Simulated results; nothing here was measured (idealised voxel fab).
You're looking at the process module voxel gate over fins.
In the cross-section labelled cut, the width is 265 nm and each square cell is 5 nm.
The cross-sections in this document take the form of a grid made of square cells. They are written out as bands, in order from top to bottom. Each band consists of one or more rows of cells.
A band entry consists of two parts. The first gives the height of the band's top and the height of its bottom, in nm. The rest lists the band's materials from left to right, each with its width in nm. A single material labelled with the word "full width" fills the band from edge to edge, and the word "blank" marks empty space.
Basically, 0 is our baseline, since under it the wafer straight out of the box is all one material. The bottom band has no lower end and keeps on going down, so it looks like "0 -> down".
Top row gets the first number, bottom row gets the second, and each row in between changes by the same step: that is how a band width like "30 to 40" works.
Reading "nothing different" for a step: not a cell of the cross-section changed in it.
Look at "Closed voids list" for the closed voids: empty spaces with no open path to the top, sized 8 cells or up. Each is width x height at distance, distance from the left edge, all nm.
Past the settings on a step's line: simulator remark, on that step.
Among the settings permitted on a step's line is "overlay nm"; applied to a step with a mask, it specifies the extent to which the mask lay to the right of its planned position, whereas a negative figure signifies a position to the left.
Listed below are the process steps as planned:
- 1: RECEIVE with material Si
- 2: CONFORMAL_DEP with material SiN, thk nm 10
- 3: MASKED_ETCH with tone cover, mask id FINS, width nm 15, pitch nm 60, etch materials SiN, depth nm 10, overlay nm 0
- 4: MASKED_ETCH with tone cover, mask id FINS, width nm 15, pitch nm 60, etch materials Si, depth nm 40, overlay nm 0
- 5: OXIDIZE with depth nm 5
- 6: FILL_DEP with material SiO2, thk nm 5
- 7: CMP with height nm 10
- 8: MASKED_ETCH with tone open, mask id RAIL, width nm 15, etch materials SiO2, depth nm 45, overlay nm 0
- 9: CONFORMAL_DEP with material TiN, thk nm 5
- 10: FILL_DEP with material Ru, thk nm 10
- 11: CMP with height nm 10
- 12: SELECTIVE_ETCH with etch materials W Ru TiN, depth nm 30
- 13: FILL_DEP with material SiO2, thk nm 5
- 14: CMP with height nm 10
- 15: SELECTIVE_ETCH with etch materials SiO2, depth nm 10
- 16: STRIP with etch materials SiN
- 17: CONFORMAL_DEP with material HfO2, thk nm 5
- 18: CONFORMAL_DEP with material TiN, thk nm 5
- 19: CONFORMAL_DEP with material TiAl, thk nm 5
- 20: CONFORMAL_DEP with material TiN, thk nm 5
- 21: FILL_DEP with material W, thk nm 10
- 22: CMP with height nm 25
- 23: CONFORMAL_DEP with material SiCN, thk nm 10
The wafers are alike at the start. At step 15, their depth nm differs. The plan lists the first wafer's value.
First wafer as received, after step 1:
    0 -> down | Si full width
    Closed voids list: none
Rows = wafers. At module end, each row lists per material the cells gained (+) or lost (-) since the wafer was received, then the closed voids:
depth nm 10, +53 HfO2, +2 Ru, -441 Si, +106 SiCN, +432 SiO2, +53 TiAl, +113 TiN, +53 W, Closed voids list: none
depth nm 15, +61 HfO2, +2 Ru, -441 Si, +106 SiCN, +383 SiO2, +61 TiAl, +129 TiN, +70 W, Closed voids list: none
depth nm 20, +69 HfO2, +2 Ru, -441 Si, +106 SiCN, +334 SiO2, +69 TiAl, +145 TiN, +87 W, Closed voids list: none
depth nm 25, +77 HfO2, +2 Ru, -441 Si, +106 SiCN, +285 SiO2, +77 TiAl, +161 TiN, +104 W, Closed voids list: none
depth nm 30, +85 HfO2, +2 Ru, -441 Si, +106 SiCN, +236 SiO2, +85 TiAl, +177 TiN, +121 W, Closed voids list: none
depth nm 35, +95 HfO2, +2 Ru, -441 Si, +106 SiCN, +190 SiO2, +91 TiAl, +193 TiN, +135 W, Closed voids list: none
